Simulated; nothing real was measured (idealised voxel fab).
Process module under the name voxel capacitor over wiring
Square cell edge 5 nm, section width 220 nm, ID cut.
If you're reading a cross-section in this doc, picture square cells in a grid; it comes to you as bands, top ones listed first down to the bottom, and a band can be one or more rows of cells. Per band: top height and bottom height in nm, followed by the left-to-right materials and their widths in nm; "edge to edge" marks a single material spanning edge to edge, "air" marks empty space. Measure heights from 0. That's the level where, below it, the as-received wafer is all one material. The lowest band is bottomless and extends downward; write it as in "from 0 down". You'd read "30..40" like this: the band's top row of cells is as wide as the first number, its bottom row is as wide as the second, and going down, every row changes width by the same amount as the row before did. Reading "no change occurred" for a step: not a cell of the cross-section changed in it. The list in "Closed void listing" covers empty spaces of 8 cells or more that cannot reach the top through any open way, and it gives each as width x height at distance; the distance is from the left edge, and width, height and distance are in nm. What comes after the settings on a step's line is commentary from the simulator itself on that step. "overlay nm" answers the question of how far to the right of plan the mask lay on a step that has a mask, and when it is negative the answer is to the left.

LISTED BELOW ARE THE PROCESS STEPS AS PLANNED
1 RECEIVE with material Si
2 CONFORMAL_DEP with material SiO2, thk nm 10
3 DIRECTIONAL_DEP with material TiN, thk nm 5
4 DIRECTIONAL_DEP with material W, thk nm 15
5 DIRECTIONAL_DEP with material aC, thk nm 10
6 PATTERN with tone cover, mask id METAL_1, material resist, width nm 20, pitch nm 70, thk nm 30, overlay nm 0
7 DIRECTIONAL_ETCH with etch materials aC, depth nm 10
8 STRIP with etch materials resist
9 DIRECTIONAL_ETCH with etch materials W, depth nm 15
10 DIRECTIONAL_ETCH with etch materials TiN, depth nm 5
11 STRIP with etch materials aC
12 CONFORMAL_DEP with material SiCN, thk nm 5
13 FILL_DEP with material SiO2, thk nm 5
14 CMP with height nm 30
15 CONFORMAL_DEP with material SiCN, thk nm 5
16 DIRECTIONAL_DEP with material SiO2, thk nm 15
17 MASKED_ETCH with tone open, mask id PLUG_1, width nm 15, etch materials SiO2, depth nm 15, overlay nm 0
18 MASKED_ETCH with tone open, mask id PLUG_1, width nm 15, etch materials SiCN, depth nm 5, overlay nm 0
19 CONFORMAL_DEP with material TiN, thk nm 5
20 FILL_DEP with material Ru, thk nm 5
21 CMP with height nm 50
22 DIRECTIONAL_DEP with material TiN, thk nm 10
23 DIRECTIONAL_DEP with material HfO2, thk nm 5
24 DIRECTIONAL_DEP with material TiN, thk nm 5
25 PATTERN with tone cover, mask id UPPER_PLATE, material resist, width nm 55, thk nm 15, overlay nm 0
26 DIRECTIONAL_ETCH with etch materials TiN, depth nm 5
27 DIRECTIONAL_ETCH with etch materials HfO2, depth nm 5
28 STRIP with etch materials resist
29 DIRECTIONAL_DEP with material aC, thk nm 10
30 PATTERN with tone cover, mask id LOWER_PLATE, material resist, width nm 65, thk nm 25, overlay nm 0
31 DIRECTIONAL_ETCH with etch materials aC, depth nm 10
32 STRIP with etch materials resist
33 DIRECTIONAL_ETCH with etch materials TiN, depth nm 10
34 STRIP with etch materials aC
35 FILL_DEP with material SiO2, thk nm 15
36 CMP with height nm 80
37 PATTERN with tone open, mask id PLUG_2, material resist, width nm 15, thk nm 20, overlay nm 0
38 DIRECTIONAL_ETCH with etch materials SiO2, depth nm 10
39 STRIP with etch materials resist
40 CONFORMAL_DEP with material TiN, thk nm 5
41 FILL_DEP with material Ru, thk nm 10
42 CMP with height nm 80
43 CONFORMAL_DEP with material SiN, thk nm 5

AS-RECEIVED STATE OF THE WAFER IN CROSS-SECTION, EQUIVALENT TO POST-STEP 1
- from 0 down = Si edge to edge
- Closed void listing: none

THIS IS HOW THE WAFER LOOKS IN CROSS-SECTION ONCE THE MODULE IS DONE, GIVEN THE STARTING STATE AND PLAN ABOVE AND ONE MISTAKE IN CARRYING THE PLAN OUT
- from 85 to 80 = SiN edge to edge
- from 80 to 75 = 80 of SiO2, 5 of TiN, 5 of Ru, 5 of TiN, 125 of SiO2
- from 75 to 65 = 80..70 of SiO2, 15..55 of TiN, 125..95 of SiO2
- from 65 to 60 = 70 of SiO2, 55 of HfO2, 95 of SiO2
- from 60 to 50 = 65 of SiO2, 65 of TiN, 90 of SiO2
- from 50 to 35 = 70 of SiO2, 5 of TiN, 5 of Ru, 5 of TiN, 135 of SiO2
- from 35 to 30 = 70 of SiCN, 15 of TiN, 135 of SiCN
- from 30 to 25 = 50 of SiO2, 15 of SiCN, 20 of W, 15 of SiCN, 20 of SiO2, 15 of SiCN, 20 of W, 15 of SiCN, 50 of SiO2
- from 25 to 15 = 65 of SiCN, 20 of W, 50 of SiCN, 20 of W, 65 of SiCN
- from 15 to 10 = 65 of SiCN, 20 of TiN, 50 of SiCN, 20 of TiN, 65 of SiCN
- from 10 to 0 = SiO2 edge to edge
- from 0 down = Si edge to edge
- Closed void listing: none
The plan and the run diverged here: contrary to plan, step 12 was performed as CONFORMAL_DEP with material SiCN, thk nm 15
